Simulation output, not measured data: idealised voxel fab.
Name of the process module below: voxel capacitor over wiring
This is section cut - it's 250 nm across, gridded in 5 nm square cells.
Cross-sections here: square-cell grids, written as top-down lists of bands, a band being one or more rows of cells.
The entry gives the band's vertical extent as a top height and a bottom height in nm, then its horizontal make-up as materials from left to right, each with a width in nm. "empty" stands for empty space; a single material marked "everywhere" fills the band edge to edge.
Basically, 0 is our baseline, since under it the wafer straight out of the box is all one material. The bottom band has no lower end and keeps on going down, so it looks like "0 nm and below".
Read "30 to 40" as a graded width: first number on top, second number at the bottom, same change between each pair of neighbouring rows.
Where the words "no alteration" appear for a step, the cross-section shows no cell changed by that step; every cell remained as before.
Enclosed cavities: empty space of 8 cells or more with no open way to the top, each as width x height at its distance from the left edge, in nm
Heads up: the bit after the settings on a step's line is the simulator's remark on that step.
overlay nm: right-of-plan distance of the mask on a masked step; negative values mean left-of-plan.
[This section lists the process steps that were planned]
| 1 | RECEIVE | material Si |
| 2 | CONFORMAL_DEP | material SiO2 | thk nm 10 |
| 3 | CONFORMAL_DEP | material SiN | thk nm 5 |
| 4 | DIRECTIONAL_DEP | material lowk | thk nm 20 |
| 5 | PATTERN | tone open | mask id METAL_1 | material resist | width nm 20 | pitch nm 90 | thk nm 15 | overlay nm 0 |
| 6 | DIRECTIONAL_ETCH | etch materials lowk | depth nm 20 |
| 7 | DIRECTIONAL_ETCH | etch materials SiN | depth nm 5 |
| 8 | STRIP | etch materials resist |
| 9 | CONFORMAL_DEP | material TiN | thk nm 5 |
| 10 | FILL_DEP | material Ru | thk nm 10 |
| 11 | CMP | height nm 35 |
| 12 | EPI | material Ru | thk nm 5 |
| 13 | FILL_DEP | material SiCN | thk nm 5 |
| 14 | DIRECTIONAL_DEP | material SiO2 | thk nm 15 |
| 15 | PATTERN | tone open | mask id PLUG_1 | material resist | width nm 15 | thk nm 15 | overlay nm 0 |
| 16 | DIRECTIONAL_ETCH | etch materials SiO2 | depth nm 15 |
| 17 | DIRECTIONAL_ETCH | etch materials SiCN | depth nm 5 |
| 18 | STRIP | etch materials resist |
| 19 | EPI | material Ru | thk nm 10 |
| 20 | EPI | material Ru | thk nm 10 |
| 21 | DIRECTIONAL_DEP | material TiN | thk nm 10 |
| 22 | DIRECTIONAL_DEP | material SiN | thk nm 5 |
| 23 | DIRECTIONAL_DEP | material TiN | thk nm 10 |
| 24 | PATTERN | tone cover | mask id UPPER_PLATE | material resist | width nm 75 | thk nm 20 | overlay nm 0 |
| 25 | DIRECTIONAL_ETCH | etch materials TiN | depth nm 10 |
| 26 | DIRECTIONAL_ETCH | etch materials SiN | depth nm 5 |
| 27 | STRIP | etch materials resist |
| 28 | PATTERN | tone cover | mask id LOWER_PLATE | material resist | width nm 85 | thk nm 15 | overlay nm 0 |
| 29 | DIRECTIONAL_ETCH | etch materials TiN | depth nm 10 |
| 30 | STRIP | etch materials resist |
| 31 | FILL_DEP | material SiO2 | thk nm 15 |
| 32 | CMP | height nm 95 |
| 33 | PATTERN | tone open | mask id PLUG_2 | material resist | width nm 15 | thk nm 15 | overlay nm 0 |
| 34 | DIRECTIONAL_ETCH | etch materials SiO2 | depth nm 10 |
| 35 | STRIP | etch materials resist |
| 36 | CONFORMAL_DEP | material TiN | thk nm 5 |
| 37 | FILL_DEP | material Ru | thk nm 5 |
| 38 | CMP | height nm 95 |
| 39 | CONFORMAL_DEP | material SiN | thk nm 5 |
[As-received wafer cross-section (after step 1)]
	0 nm and below  Si everywhere
	Enclosed cavities: none
[End-of-module cross-section of the first of two wafers, processed as planned]
	100 nm to 95 nm  SiN everywhere
	95 nm to 90 nm  SiO2 85 nm | TiN 5 nm | Ru 5 nm | TiN 5 nm | SiO2 150 nm
	90 nm to 85 nm  SiO2 85 nm | TiN 15 nm | SiO2 150 nm
	85 nm to 75 nm  SiO2 75 nm | TiN 75 nm | SiO2 100 nm
	75 nm to 70 nm  SiO2 75 nm | SiN 75 nm | SiO2 100 nm
	70 nm to 60 nm  SiO2 70 nm | TiN 85 nm | SiO2 95 nm
	60 nm to 45 nm  SiO2 75 nm | Ru 15 nm | SiO2 160 nm
	45 nm to 40 nm  SiCN 75 nm | Ru 15 nm | SiCN 160 nm
	40 nm to 35 nm  SiCN 65 nm | Ru 30 nm | SiCN 60 nm | Ru 30 nm | SiCN 65 nm
	35 nm to 15 nm  lowk 70 nm | TiN 5 nm | Ru 10 nm | TiN 5 nm | lowk 70 nm | TiN 5 nm | Ru 10 nm | TiN 5 nm | lowk 70 nm
	15 nm to 10 nm  SiN 70 nm | TiN 20 nm | SiN 70 nm | TiN 20 nm | SiN 70 nm
	10 nm to 0 nm  SiO2 everywhere
	0 nm and below  Si everywhere
	Enclosed cavities: none
[End of module, second wafer, cross-section. Started like the first, planned like the first, run with one mistake]
	100 nm to 95 nm  SiN everywhere
	95 nm to 85 nm  SiO2 75 nm | TiN 25 nm | SiO2 150 nm
	85 nm to 80 nm  SiO2 75 nm | SiN 25 nm | TiN 50 nm | SiO2 100 nm
	80 nm to 75 nm  SiO2 70 nm | TiN 80 nm | SiO2 100 nm
	75 nm to 70 nm  SiO2 70 nm | TiN 30 nm | SiN 50 nm | SiO2 100 nm
	70 nm to 60 nm  SiO2 65 nm | Ru 35 nm | TiN 55 nm | SiO2 95 nm
	60 nm to 45 nm  SiO2 75 nm | Ru 15 nm | SiO2 160 nm
	45 nm to 40 nm  SiCN 75 nm | Ru 15 nm | SiCN 160 nm
	40 nm to 35 nm  SiCN 65 nm | Ru 30 nm | SiCN 60 nm | Ru 30 nm | SiCN 65 nm
	35 nm to 15 nm  lowk 70 nm | TiN 5 nm | Ru 10 nm | TiN 5 nm | lowk 70 nm | TiN 5 nm | Ru 10 nm | TiN 5 nm | lowk 70 nm
	15 nm to 10 nm  SiN 70 nm | TiN 20 nm | SiN 70 nm | TiN 20 nm | SiN 70 nm
	10 nm to 0 nm  SiO2 everywhere
	0 nm and below  Si everywhere
	Enclosed cavities: none
Deviation from plan: it cannot be told which of the identical steps 19 and 20 was the one run twice
Final cells, second wafer relative to first, materials higher or lower: Ru: 13 more, SiO2: 8 fewer, TiN: 5 fewer
